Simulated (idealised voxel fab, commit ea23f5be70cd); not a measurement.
process module | voxel self aligned vias
Displayed cross-section: cut, width of 280 nm, square cells sized 5 nm.
Square cells in a grid make up a cross-section in this document, and the grid is given as bands, listed from the top down, each one or more rows of cells. Band entry format. Leading values: height of top, height of bottom, nm. Remainder: materials in left-to-right order, each with its width in nm. Special words: "everywhere" on a single material, which then fills the band edge to edge; "empty", empty space. Below 0: as-received wafer, all one material; heights counted from there. Lowest band: no bottom, goes on down, written "0 nm and below". A width such as "30..40" changes by the same amount from each row of cells to the next, from the band's top row to its bottom row. A step reported as "no change" is a step in which no cell of the cross-section changed. This entry, "Trapped voids", enumerates those empty regions of no fewer than 8 cells that possess no open connection to the top. Each region is reported in the form width x height at distance, the distance being taken from the left edge, with all three quantities expressed in nm. Where a step's line continues beyond its settings, the continuation is a remark by the simulator itself on that step. Steps that use a mask can have "overlay nm" on their line. It says how far the mask sat to the right of where it was meant to be. Negative means to the left.

Planned step list for the process:
1: RECEIVE [material Si]
2: CONFORMAL_DEP [material SiO2] [thk nm 15]
3: CONFORMAL_DEP [material SiCN] [thk nm 5]
4: DIRECTIONAL_DEP [material SiO2] [thk nm 20]
5: MASKED_ETCH [tone open] [mask id LINES] [width nm 20] [pitch nm 45] [etch materials SiO2] [depth nm 20] [overlay nm 0]
6: CONFORMAL_DEP [material TiN] [thk nm 5]
7: FILL_DEP [material W] [thk nm 5]
8: CMP [height nm 40]
9: SELECTIVE_ETCH [etch materials W Ru TiN] [depth nm 5]
10: FILL_DEP [material SiN] [thk nm 10]
11: CMP [height nm 40]
12: DIRECTIONAL_DEP [material SiO2] [thk nm 15]
13: DIRECTIONAL_DEP [material aC] [thk nm 10]
14: PATTERN [tone open] [mask id VIAS] [material resist] [width nm 30] [pitch nm 45] [thk nm 25] [overlay nm 0]
15: DIRECTIONAL_ETCH [etch materials aC] [depth nm 10]
16: STRIP [etch materials resist]
17: DIRECTIONAL_ETCH [etch materials SiO2] [depth nm 15]
18: DIRECTIONAL_ETCH [etch materials SiN] [depth nm 5]
19: STRIP [etch materials aC]
20: CONFORMAL_DEP [material TiN] [thk nm 5]
21: FILL_DEP [material W] [thk nm 5]
22: CMP [height nm 55]
23: CONFORMAL_DEP [material SiCN] [thk nm 5]

The first of a set of two wafers, run to plan:

Incoming wafer, cross-sectional view, post step 1:
	0 nm and below = Si everywhere
	Trapped voids: none

Presented here is a cross-section of the wafer after step 2 has been performed:
	15 nm to 0 nm = SiO2 everywhere
	Note: structure below 0 unchanged.

Presented here is a cross-section of the wafer after step 3 has been performed:
	20 nm to 15 nm = SiCN everywhere
	Note: structure below 15 unchanged.

Presented here is a cross-section of the wafer after step 4 has been performed:
	40 nm to 20 nm = SiO2 everywhere
	Note: structure below 20 unchanged.

Presented here is a cross-section of the wafer after step 5 has been performed:
	40 nm to 20 nm = SiO2 85; empty 20; SiO2 25; empty 20; SiO2 25; empty 20; SiO2 85
	Note: structure below 20 unchanged.

Presented here is a cross-section of the wafer after step 6 has been performed:
	45 nm to 40 nm = TiN 90; empty 10; TiN 35; empty 10; TiN 35; empty 10; TiN 90
	40 nm to 25 nm = SiO2 85; TiN 5; empty 10; TiN 5; SiO2 25; TiN 5; empty 10; TiN 5; SiO2 25; TiN 5; empty 10; TiN 5; SiO2 85
	25 nm to 20 nm = SiO2 85; TiN 20; SiO2 25; TiN 20; SiO2 25; TiN 20; SiO2 85
	Note: structure below 20 unchanged.

Presented here is a cross-section of the wafer after step 7 has been performed:
	50 nm to 45 nm = W everywhere
	45 nm to 40 nm = TiN 90; W 10; TiN 35; W 10; TiN 35; W 10; TiN 90
	40 nm to 25 nm = SiO2 85; TiN 5; W 10; TiN 5; SiO2 25; TiN 5; W 10; TiN 5; SiO2 25; TiN 5; W 10; TiN 5; SiO2 85
	Note: structure below 25 unchanged.

Presented here is a cross-section of the wafer after step 8 has been performed:
	40 nm to 25 nm = SiO2 85; TiN 5; W 10; TiN 5; SiO2 25; TiN 5; W 10; TiN 5; SiO2 25; TiN 5; W 10; TiN 5; SiO2 85
	Note: structure below 25 unchanged.

Presented here is a cross-section of the wafer after step 9 has been performed:
	40 nm to 35 nm = SiO2 85; empty 20; SiO2 25; empty 20; SiO2 25; empty 20; SiO2 85
	Note: structure below 35 unchanged.

Presented here is a cross-section of the wafer after step 10 has been performed:
	50 nm to 40 nm = SiN everywhere
	40 nm to 35 nm = SiO2 85; SiN 20; SiO2 25; SiN 20; SiO2 25; SiN 20; SiO2 85
	Note: structure below 35 unchanged.

Presented here is a cross-section of the wafer after step 11 has been performed:
	40 nm to 35 nm = SiO2 85; SiN 20; SiO2 25; SiN 20; SiO2 25; SiN 20; SiO2 85
	Note: structure below 35 unchanged.

Presented here is a cross-section of the wafer after step 12 has been performed:
	55 nm to 40 nm = SiO2 everywhere
	Note: structure below 40 unchanged.

Presented here is a cross-section of the wafer after step 13 has been performed:
	65 nm to 55 nm = aC everywhere
	Note: structure below 55 unchanged.

Presented here is a cross-section of the wafer after step 14 has been performed:
	90 nm to 65 nm = resist 80; empty 30; resist 15; empty 30; resist 15; empty 30; resist 80
	Note: structure below 65 unchanged.

Presented here is a cross-section of the wafer after step 15 has been performed:
	80 nm to 65 nm = resist 80; empty 30; resist 15; empty 30; resist 15; empty 30; resist 80
	65 nm to 55 nm = aC 80; empty 30; aC 15; empty 30; aC 15; empty 30; aC 80
	Note: structure below 55 unchanged.

Presented here is a cross-section of the wafer after step 16 has been performed:
	65 nm to 55 nm = aC 80; empty 30; aC 15; empty 30; aC 15; empty 30; aC 80
	Note: structure below 55 unchanged.

Presented here is a cross-section of the wafer after step 17 has been performed:
	65 nm to 55 nm = aC 80; empty 30; aC 15; empty 30; aC 15; empty 30; aC 80
	55 nm to 40 nm = SiO2 80; empty 30; SiO2 15; empty 30; SiO2 15; empty 30; SiO2 80
	Note: structure below 40 unchanged.

Presented here is a cross-section of the wafer after step 18 has been performed:
	65 nm to 55 nm = aC 80; empty 30; aC 15; empty 30; aC 15; empty 30; aC 80
	55 nm to 40 nm = SiO2 80; empty 30; SiO2 15; empty 30; SiO2 15; empty 30; SiO2 80
	40 nm to 35 nm = SiO2 85; empty 20; SiO2 25; empty 20; SiO2 25; empty 20; SiO2 85
	Note: structure below 35 unchanged.

Presented here is a cross-section of the wafer after step 19 has been performed:
	55 nm to 40 nm = SiO2 80; empty 30; SiO2 15; empty 30; SiO2 15; empty 30; SiO2 80
	Note: structure below 40 unchanged.

Presented here is a cross-section of the wafer after step 20 has been performed:
	60 nm to 55 nm = TiN 85; empty 20; TiN 25; empty 20; TiN 25; empty 20; TiN 85
	55 nm to 45 nm = SiO2 80; TiN 5; empty 20; TiN 5; SiO2 15; TiN 5; empty 20; TiN 5; SiO2 15; TiN 5; empty 20; TiN 5; SiO2 80
	45 nm to 40 nm = SiO2 80; TiN 10; empty 10; TiN 10; SiO2 15; TiN 10; empty 10; TiN 10; SiO2 15; TiN 10; empty 10; TiN 10; SiO2 80
	40 nm to 35 nm = SiO2 85; TiN 20; SiO2 25; TiN 20; SiO2 25; TiN 20; SiO2 85
	Note: structure below 35 unchanged.

Presented here is a cross-section of the wafer after step 21 has been performed:
	65 nm to 60 nm = W everywhere
	60 nm to 55 nm = TiN 85; W 20; TiN 25; W 20; TiN 25; W 20; TiN 85
	55 nm to 45 nm = SiO2 80; TiN 5; W 20; TiN 5; SiO2 15; TiN 5; W 20; TiN 5; SiO2 15; TiN 5; W 20; TiN 5; SiO2 80
	45 nm to 40 nm = SiO2 80; TiN 10; W 10; TiN 10; SiO2 15; TiN 10; W 10; TiN 10; SiO2 15; TiN 10; W 10; TiN 10; SiO2 80
	Note: structure below 40 unchanged.

Presented here is a cross-section of the wafer after step 22 has been performed:
	55 nm to 45 nm = SiO2 80; TiN 5; W 20; TiN 5; SiO2 15; TiN 5; W 20; TiN 5; SiO2 15; TiN 5; W 20; TiN 5; SiO2 80
	Note: structure below 45 unchanged.

Presented here is a cross-section of the wafer after step 23 has been performed:
	60 nm to 55 nm = SiCN everywhere
	Note: structure below 55 unchanged.

It is to be noted that the second wafer proceeded from the same initial state and according to the same plan as the first, although one mistake was committed in its execution; through step 2, inclusive, the two wafers share an identical history:

Cross-sectional representation of the second wafer at the time designated in the plan for the completion of step 3: no change

Cross-sectional representation of the second wafer at the time designated in the plan for the completion of step 4:
	35 nm to 0 nm = SiO2 everywhere
	Note: structure below 0 unchanged.

Cross-sectional representation of the second wafer at the time designated in the plan for the completion of step 5:
	35 nm to 15 nm = SiO2 85; empty 20; SiO2 25; empty 20; SiO2 25; empty 20; SiO2 85
	Note: structure below 15 unchanged.

Cross-sectional representation of the second wafer at the time designated in the plan for the completion of step 6:
	40 nm to 35 nm = TiN 90; empty 10; TiN 35; empty 10; TiN 35; empty 10; TiN 90
	35 nm to 20 nm = SiO2 85; TiN 5; empty 10; TiN 5; SiO2 25; TiN 5; empty 10; TiN 5; SiO2 25; TiN 5; empty 10; TiN 5; SiO2 85
	20 nm to 15 nm = SiO2 85; TiN 20; SiO2 25; TiN 20; SiO2 25; TiN 20; SiO2 85
	Note: structure below 15 unchanged.

Cross-sectional representation of the second wafer at the time designated in the plan for the completion of step 7:
	45 nm to 40 nm = W everywhere
	40 nm to 35 nm = TiN 90; W 10; TiN 35; W 10; TiN 35; W 10; TiN 90
	35 nm to 20 nm = SiO2 85; TiN 5; W 10; TiN 5; SiO2 25; TiN 5; W 10; TiN 5; SiO2 25; TiN 5; W 10; TiN 5; SiO2 85
	Note: structure below 20 unchanged.

Cross-sectional representation of the second wafer at the time designated in the plan for the completion of step 8:
	40 nm to 35 nm = TiN 90; W 10; TiN 35; W 10; TiN 35; W 10; TiN 90
	Note: structure below 35 unchanged.

Cross-sectional representation of the second wafer at the time designated in the plan for the completion of step 9:
	35 nm to 20 nm = SiO2 85; TiN 5; W 10; TiN 5; SiO2 25; TiN 5; W 10; TiN 5; SiO2 25; TiN 5; W 10; TiN 5; SiO2 85
	Note: structure below 20 unchanged.

Cross-sectional representation of the second wafer at the time designated in the plan for the completion of step 10:
	45 nm to 35 nm = SiN everywhere
	Note: structure below 35 unchanged.

Cross-sectional representation of the second wafer at the time designated in the plan for the completion of step 11:
	40 nm to 35 nm = SiN everywhere
	Note: structure below 35 unchanged.

Cross-sectional representation of the second wafer at the time designated in the plan for the completion of step 12:
	55 nm to 40 nm = SiO2 everywhere
	Note: structure below 40 unchanged.

Cross-sectional representation of the second wafer at the time designated in the plan for the completion of step 13:
	65 nm to 55 nm = aC everywhere
	Note: structure below 55 unchanged.

Cross-sectional representation of the second wafer at the time designated in the plan for the completion of step 14:
	90 nm to 65 nm = resist 80; empty 30; resist 15; empty 30; resist 15; empty 30; resist 80
	Note: structure below 65 unchanged.

Cross-sectional representation of the second wafer at the time designated in the plan for the completion of step 15:
	80 nm to 65 nm = resist 80; empty 30; resist 15; empty 30; resist 15; empty 30; resist 80
	65 nm to 55 nm = aC 80; empty 30; aC 15; empty 30; aC 15; empty 30; aC 80
	Note: structure below 55 unchanged.

Cross-sectional representation of the second wafer at the time designated in the plan for the completion of step 16:
	65 nm to 55 nm = aC 80; empty 30; aC 15; empty 30; aC 15; empty 30; aC 80
	Note: structure below 55 unchanged.

Cross-sectional representation of the second wafer at the time designated in the plan for the completion of step 17:
	65 nm to 55 nm = aC 80; empty 30; aC 15; empty 30; aC 15; empty 30; aC 80
	55 nm to 40 nm = SiO2 80; empty 30; SiO2 15; empty 30; SiO2 15; empty 30; SiO2 80
	Note: structure below 40 unchanged.

Cross-sectional representation of the second wafer at the time designated in the plan for the completion of step 18:
	65 nm to 55 nm = aC 80; empty 30; aC 15; empty 30; aC 15; empty 30; aC 80
	55 nm to 40 nm = SiO2 80; empty 30; SiO2 15; empty 30; SiO2 15; empty 30; SiO2 80
	40 nm to 35 nm = SiN 80; empty 30; SiN 15; empty 30; SiN 15; empty 30; SiN 80
	Note: structure below 35 unchanged.

Cross-sectional representation of the second wafer at the time designated in the plan for the completion of step 19:
	55 nm to 40 nm = SiO2 80; empty 30; SiO2 15; empty 30; SiO2 15; empty 30; SiO2 80
	Note: structure below 40 unchanged.

Cross-sectional representation of the second wafer at the time designated in the plan for the completion of step 20:
	60 nm to 55 nm = TiN 85; empty 20; TiN 25; empty 20; TiN 25; empty 20; TiN 85
	55 nm to 40 nm = SiO2 80; TiN 5; empty 20; TiN 5; SiO2 15; TiN 5; empty 20; TiN 5; SiO2 15; TiN 5; empty 20; TiN 5; SiO2 80
	40 nm to 35 nm = SiN 80; TiN 30; SiN 15; TiN 30; SiN 15; TiN 30; SiN 80
	Note: structure below 35 unchanged.

Cross-sectional representation of the second wafer at the time designated in the plan for the completion of step 21:
	65 nm to 60 nm = W everywhere
	60 nm to 55 nm = TiN 85; W 20; TiN 25; W 20; TiN 25; W 20; TiN 85
	55 nm to 40 nm = SiO2 80; TiN 5; W 20; TiN 5; SiO2 15; TiN 5; W 20; TiN 5; SiO2 15; TiN 5; W 20; TiN 5; SiO2 80
	Note: structure below 40 unchanged.

Cross-sectional representation of the second wafer at the time designated in the plan for the completion of step 22:
	55 nm to 40 nm = SiO2 80; TiN 5; W 20; TiN 5; SiO2 15; TiN 5; W 20; TiN 5; SiO2 15; TiN 5; W 20; TiN 5; SiO2 80
	Note: structure below 40 unchanged.

Cross-sectional representation of the second wafer at the time designated in the plan for the completion of step 23:
	60 nm to 55 nm = SiCN everywhere
	Note: structure below 55 unchanged.
It is concluded that the wafer was processed incorrectly with respect to the plan, in that heads up, step 3 of the plan was skipped and never actually ran
Final difference in cells, second wafer against first, listed per material as more or fewer: SiCN: 56 fewer | SiN: 38 more | TiN: 6 more | W: 12 more
